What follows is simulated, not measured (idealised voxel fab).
The process module that follows is named voxel fin reveal.
Shown is cross-section cut, with a width of 250 nm and square cells of size 5 nm.
Reading order for cross-sections: top band down to bottom band. Underlying form: a grid of square cells. Band size: one or more rows of cells. Within each band entry, the heights of the top and of the bottom of the band appear first, in that order and in nm; the materials of the band then follow from left to right, each with its corresponding width in nm. The designation "throughout" on a single material indicates that it fills the band from edge to edge; the designation "blank" indicates empty space. Height is counted from the level 0, under which the received wafer is composed throughout of one material. The lowest of the bands is not closed at the bottom but continues downward, in the notation "0 and below". Per-row width for "30..40": begins at first number (top row of band), ends at second number (bottom row), increment between rows held constant. A step reported as "nothing different" is a step in which no cell of the cross-section changed. Reported under the label "Closed void list" are the empty spaces having no open way to the top and comprising 8 cells or more; the notation for each is width x height at distance, in which the distance is measured from the left edge and all three values are in nm. On a step's line, text after the settings is the simulator commenting on that step. A step's line can hold "overlay nm"; with a mask on that step, the setting says how far right of the planned place the mask lay, while a negative setting says it lay to the left.
Listed below are the process steps as planned
1) RECEIVE [material Si]
2) CONFORMAL_DEP [material SiN] [thk nm 5]
3) DIRECTIONAL_DEP [material aC] [thk nm 15]
4) PATTERN [tone cover] [mask id FINS] [material resist] [width nm 15] [pitch nm 35] [thk nm 35] [overlay nm 0]
5) DIRECTIONAL_ETCH [etch materials aC] [depth nm 15]
6) STRIP [etch materials resist]
7) DIRECTIONAL_ETCH [etch materials SiN] [depth nm 5]
8) DIRECTIONAL_ETCH [etch materials Si] [depth nm 30]
9) STRIP [etch materials aC]
10) OXIDIZE [depth nm 5]
11) FILL_DEP [material SiO2] [thk nm 15]
12) CMP [height nm 5]
13) SELECTIVE_ETCH [etch materials SiO2] [depth nm 15]
14) STRIP [etch materials SiN]
Wafer at receipt (post step 1), cross-section
- 0 and below | Si throughout
- Closed void list: none
First wafer of two, sectioned at end of module; run went per plan
- 0 down to -10 | 70 blank, then 5 Si, then 30 blank, then 5 Si, then 30 blank, then 5 Si, then 30 blank, then 5 Si, then 70 blank
- -10 down to -35 | 70 SiO2, then 5 Si, then 30 SiO2, then 5 Si, then 30 SiO2, then 5 Si, then 30 SiO2, then 5 Si, then 70 SiO2
- -35 and below | Si throughout
- Closed void list: none
What the second wafer looks like in cross-section once the module is done. Its start and its plan matched the first wafer's exactly; what differed was one mistake in how it was run
- 0 down to -30 | 65 blank, then 5 SiO2, then 5 Si, then 5 SiO2, then 20 blank, then 5 SiO2, then 5 Si, then 5 SiO2, then 20 blank, then 5 SiO2, then 5 Si, then 5 SiO2, then 20 blank, then 5 SiO2, then 5 Si, then 5 SiO2, then 65 blank
- -30 down to -35 | 70 SiO2, then 5 Si, then 30 SiO2, then 5 Si, then 30 SiO2, then 5 Si, then 30 SiO2, then 5 Si, then 70 SiO2
- -35 and below | Si throughout
- Closed void list: none
What was done differently from what was planned? step 11 changed vs plan, executed as FILL_DEP [material SiN] [thk nm 15]
at the end the second wafer has, in cells: SiO2 -136
